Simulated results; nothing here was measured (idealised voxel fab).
Name of the process module below: voxel transistor to metal
Displayed cross-section: cut, width of 215 nm, square cells sized 5 nm.
Bands, listed from the top down, are how a cross-section gets written in this document; the cross-section itself is a grid of square cells, and a band is one or more rows of them.
For a band, the entry starts with two heights in nm, that of the top and then that of the bottom, and carries on with the band's materials in order from left to right, each alongside its width in nm; the word "everywhere" beside a single material means it fills the band edge to edge, and "air" means empty space.
Zero point of the height axis is 0; under it, received wafer = one material. Lowest band: continues down indefinitely, "0 nm and below".
Width "30..40": first value at the band's top row of cells, second value at its bottom row, equal change from row to row.
"no modifications" (step): cross-section cells unchanged, all of them.
Empty spaces counting at least 8 cells and having no open way to the top are listed in "Voids, enclosed". The notation width x height at distance is used for each, the distance being from the left edge and all three values in nm.
Read whatever lies past the settings on a step's line as the simulator's own remark about the step.
"overlay nm" denotes, for a step that has a mask, the displacement of the mask to the right of its planned place, with negative values corresponding to the left.

The steps planned for the process are as follows:
1. RECEIVE [material Si]
2. OXIDIZE [depth nm 5]
3. CONFORMAL_DEP [material SiN] [thk nm 15]
4. PATTERN [tone cover] [mask id ACTIVE] [material resist] [width nm 100] [thk nm 20] [overlay nm 0]
5. DIRECTIONAL_ETCH [etch materials SiN] [depth nm 15]
6. DIRECTIONAL_ETCH [etch materials SiO2] [depth nm 5]
7. DIRECTIONAL_ETCH [etch materials Si] [depth nm 20]
8. STRIP [etch materials resist]
9. FILL_DEP [material SiO2] [thk nm 15]
10. CMP [height nm 15]
11. SELECTIVE_ETCH [etch materials SiO2] [depth nm 10]
12. STRIP [etch materials SiN]
13. SELECTIVE_ETCH [etch materials SiO2] [depth nm 5]
14. OXIDIZE [depth nm 5]
15. DIRECTIONAL_DEP [material polySi] [thk nm 20]
16. DIRECTIONAL_DEP [material SiCN] [thk nm 10]
17. PATTERN [tone cover] [mask id GATE] [material resist] [width nm 20] [thk nm 15] [overlay nm 0]
18. DIRECTIONAL_ETCH [etch materials SiCN] [depth nm 20]
19. DIRECTIONAL_ETCH [etch materials polySi] [depth nm 30]
20. STRIP [etch materials resist]
21. CONFORMAL_DEP [material SiN] [thk nm 5]
22. DIRECTIONAL_ETCH [etch materials SiN] [depth nm 5]
23. DIRECTIONAL_ETCH [etch materials SiO2] [depth nm 5]
24. DIRECTIONAL_ETCH [etch materials Si] [depth nm 5]
25. EPI [material SiGe] [thk nm 5]
26. FILL_DEP [material SiO2] [thk nm 10]
27. CMP [height nm 25]
28. DIRECTIONAL_DEP [material SiO2] [thk nm 15]
29. PATTERN [tone open] [mask id CONTACT] [material resist] [width nm 30] [pitch nm 60] [thk nm 20] [overlay nm 0]
30. DIRECTIONAL_ETCH [etch materials SiO2] [depth nm 50]
31. STRIP [etch materials resist]
32. CONFORMAL_DEP [material TiN] [thk nm 5]
33. FILL_DEP [material W] [thk nm 5]
34. CMP [height nm 40]
35. DIRECTIONAL_DEP [material TiN] [thk nm 5]
36. DIRECTIONAL_DEP [material Ru] [thk nm 20]
37. PATTERN [tone cover] [mask id METAL_1] [material resist] [width nm 15] [pitch nm 75] [thk nm 15] [overlay nm 0]
38. DIRECTIONAL_ETCH [etch materials Ru] [depth nm 20]
39. DIRECTIONAL_ETCH [etch materials TiN] [depth nm 5]
40. STRIP [etch materials resist]
41. FILL_DEP [material lowk] [thk nm 10]
42. CMP [height nm 65]
43. CONFORMAL_DEP [material SiN] [thk nm 5]

Cross-section: wafer on arrival = after step 1:
	0 nm and below | Si everywhere
	Voids, enclosed: none

Starting wafer: above. Plan: above. Run: one mistake. Cross-section after the module: below:
	70 nm to 65 nm | SiN everywhere
	65 nm to 45 nm | lowk 60  Ru 15  lowk 60  Ru 15  lowk 65
	45 nm to 40 nm | lowk 60  TiN 15  lowk 60  TiN 15  lowk 65
	40 nm to 30 nm | W 55  TiN 5  SiO2 30  TiN 5  W 20  TiN 5  SiO2 30  TiN 5  W 60
	30 nm to 25 nm | W 55  TiN 5  SiO2 30  TiN 30  SiO2 30  TiN 5  W 60
	25 nm to 15 nm | W 55  TiN 5  SiO2 30  SiN 5  SiCN 20  SiN 5  SiO2 30  TiN 5  W 60
	15 nm to 5 nm | W 55  TiN 5  SiO2 30  SiN 5  polySi 20  SiN 5  SiO2 30  TiN 5  W 60
	5 nm to 0 nm | W 45  TiN 15  SiO2 30  SiN 5  polySi 20  SiN 5  SiO2 30  TiN 15  W 50
	0 nm to -5 nm | W 45  TiN 5  SiN 5  TiN 5  SiO2 30  SiN 5  polySi 20  SiN 5  SiO2 30  TiN 5  SiN 5  TiN 5  W 50
	-5 nm to -10 nm | TiN 50  SiO2 5  TiN 5  SiO2 25  SiGe 5  SiO2 30  SiGe 5  SiO2 25  TiN 5  SiO2 5  TiN 55
	-10 nm to -15 nm | SiO2 55  SiGe 35  Si 30  SiGe 35  SiO2 60
	-15 nm to -25 nm | SiO2 55  Si 100  SiO2 60
	-25 nm and below | Si everywhere
	Voids, enclosed: none
Plan not followed: step 29 changed vs plan, executed as PATTERN [tone cover] [mask id CONTACT] [material resist] [width nm 30] [pitch nm 60] [thk nm 20] [overlay nm 0]
